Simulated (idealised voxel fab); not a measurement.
process module | voxel tone inversion
cross-section cut | 275 nm wide | cells 5 nm
A cross-section is a grid of square cells, given in bands from the top down. A band is one or more rows of cells.
Each band's line starts with the height of the band's top and of its bottom, in nm. Then come its materials from left to right, each with its width in nm. One material with "throughout" fills the band from edge to edge. "air" is empty space.
Height 0 is the level under which the wafer as received is all one material. The lowest band goes on downwards, as in "0 down".
A width such as "30 to 40" changes by the same amount from each row of cells to the next, from the band's top row to its bottom row.
"no change" after a step means that no cell of the cross-section changed.
closed voids: empty space of 8 cells or more with no open way to the top, each as width x height at its distance from the left edge, in nm
after a step's settings: what the simulator itself notes on the step
overlay nm, on a step with a mask: how far to the right of its planned place the mask lay; to the left if negative
plan
1 op RECEIVE | material Si
2 op CONFORMAL_DEP | material SiN | thk nm 10
3 op DIRECTIONAL_DEP | material polySi | thk nm 20
4 op PATTERN | tone cover | mask id POSTS | material resist | width nm 25 | pitch nm 40 | thk nm 30 | overlay nm 0
5 op DIRECTIONAL_ETCH | etch materials polySi | depth nm 20
6 op STRIP | etch materials resist
7 op FILL_DEP | material lowk | thk nm 5
8 op CMP | height nm 30
9 op STRIP | etch materials polySi
10 op CONFORMAL_DEP | material TiN | thk nm 5
11 op FILL_DEP | material Ru | thk nm 10
12 op CMP | height nm 30
13 op CONFORMAL_DEP | material SiN | thk nm 5
as received, after step 1
  0 down: Si throughout
  closed voids: none
a wafer at the end: this start, this plan, one mistake
  35 to 30: SiN throughout
  30 to 15: lowk 70 | TiN 5 | Ru 10 | TiN 5 | lowk 20 | TiN 5 | Ru 10 | TiN 5 | lowk 20 | TiN 5 | Ru 10 | TiN 5 | lowk 20 | TiN 5 | Ru 10 | TiN 5 | lowk 65
  15 to 10: lowk 70 | TiN 20 | lowk 20 | TiN 20 | lowk 20 | TiN 20 | lowk 20 | TiN 20 | lowk 65
  10 to 0: SiN throughout
  0 down: Si throughout
  closed voids: none
what went wrong: step 4 ran as: op PATTERN | tone cover | mask id POSTS | material resist | width nm 20 | pitch nm 40 | thk nm 30 | overlay nm 0
